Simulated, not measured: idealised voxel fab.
Name of the process module below: voxel wiring stack
This is section cut - it's 165 nm across, gridded in 5 nm square cells.
A cross-section in this document is a grid of square cells, and it is written down as bands, the top band listed before the ones below it; a band is made up of one or more rows of cells. Read a band's entry like this: the first values are the height of its top and the height of its bottom in nm, and what follows is the sequence of materials from left to right, each with its width in nm. Note that "air" is empty space, and that a single material marked "all across" reaches across the band from edge to edge. Heights are measured from 0, the level below which the as-received wafer is all one material; the lowest band has no bottom and continues downward, written as in "top 0, no bottom". A width given as "30 to 40" starts at the first number in the band's top row and ends at the second number in its bottom row, shifting by an equal amount at every step from row to row. Take "nothing changed" at face value: in the step it is given for, the cross-section changed in none of its cells. "Unvented voids" means: voids of 8 cells or more that are shut off from the top with no open way through. Written width x height at distance, distance from the left edge, in nm. If you see something after the settings on a step's line, that's the simulator's own remark about that step. If you see "overlay nm" on a step's line and that step has a mask, it's telling you how far right of where it was planned the mask ended up; a negative number means it went left instead.

**So here's the lineup of process steps we planned**
- 1: RECEIVE with material Si
- 2: CONFORMAL_DEP with material SiO2, thk nm 15
- 3: DIRECTIONAL_DEP with material TiN, thk nm 5
- 4: DIRECTIONAL_DEP with material Ru, thk nm 15
- 5: MASKED_ETCH with tone cover, mask id METAL_1, width nm 25, pitch nm 50, etch materials Ru, depth nm 15, overlay nm 0
- 6: MASKED_ETCH with tone cover, mask id METAL_1, width nm 25, pitch nm 50, etch materials TiN, depth nm 5, overlay nm 0
- 7: CONFORMAL_DEP with material SiCN, thk nm 5
- 8: FILL_DEP with material SiO2, thk nm 10
- 9: CMP with height nm 35
- 10: CONFORMAL_DEP with material SiCN, thk nm 5
- 11: DIRECTIONAL_DEP with material SiO2, thk nm 30
- 12: MASKED_ETCH with tone open, mask id METAL_2, width nm 25, pitch nm 50, etch materials SiO2, depth nm 15, overlay nm 0
- 13: MASKED_ETCH with tone open, mask id METAL_2_HOLES, width nm 15, etch materials SiO2, depth nm 15, overlay nm 0
- 14: MASKED_ETCH with tone open, mask id METAL_2_HOLES, width nm 15, etch materials SiCN, depth nm 5, overlay nm 0
- 15: CONFORMAL_DEP with material TiN, thk nm 5
- 16: FILL_DEP with material Cu, thk nm 5
- 17: CMP with height nm 70
- 18: CONFORMAL_DEP with material SiCN, thk nm 5

**Delivered wafer in cross-section: state after step 1**
top 0, no bottom = Si all across
Unvented voids: none

**Module complete - cross-section of the first of two wafers, run according to plan**
top 75, bottom 70 = SiCN all across
top 70, bottom 60 = SiO2: 45; TiN: 5; Cu: 15; TiN: 5; SiO2: 25; TiN: 5; Cu: 15; TiN: 5; SiO2: 45
top 60, bottom 55 = SiO2: 45; TiN: 5; Cu: 5; TiN: 15; SiO2: 25; TiN: 25; SiO2: 45
top 55, bottom 40 = SiO2: 45; TiN: 5; Cu: 5; TiN: 5; SiO2: 105
top 40, bottom 35 = SiCN: 45; TiN: 15; SiCN: 105
top 35, bottom 20 = SiO2: 40; SiCN: 5; Ru: 25; SiCN: 5; SiO2: 15; SiCN: 5; Ru: 25; SiCN: 5; SiO2: 40
top 20, bottom 15 = SiCN: 45; TiN: 25; SiCN: 25; TiN: 25; SiCN: 45
top 15, bottom 0 = SiO2 all across
top 0, no bottom = Si all across
Unvented voids: none

**Wafer two cross-section, module end. Start and plan unchanged from wafer one; one mistake made during the run**
top 70, bottom 65 = SiCN all across
top 65, bottom 60 = SiO2: 45; TiN: 5; Cu: 15; TiN: 5; SiO2: 25; TiN: 5; Cu: 15; TiN: 5; SiO2: 45
top 60, bottom 55 = SiO2: 45; TiN: 5; Cu: 5; TiN: 15; SiO2: 25; TiN: 25; SiO2: 45
top 55, bottom 40 = SiO2: 45; TiN: 5; Cu: 5; TiN: 5; SiO2: 105
top 40, bottom 35 = SiCN: 45; TiN: 15; SiCN: 105
top 35, bottom 20 = SiO2: 40; SiCN: 5; Ru: 25; SiCN: 5; SiO2: 15; SiCN: 5; Ru: 25; SiCN: 5; SiO2: 40
top 20, bottom 15 = SiCN: 45; TiN: 25; SiCN: 25; TiN: 25; SiCN: 45
top 15, bottom 0 = SiO2 all across
top 0, no bottom = Si all across
Unvented voids: none
So what did we get wrong on this run? off-plan run, step 17, actual operation and settings CMP with height nm 65
Count the cells at the end and the second wafer has more or fewer of some materials than the first: -6 Cu, -23 SiO2, -4 TiN
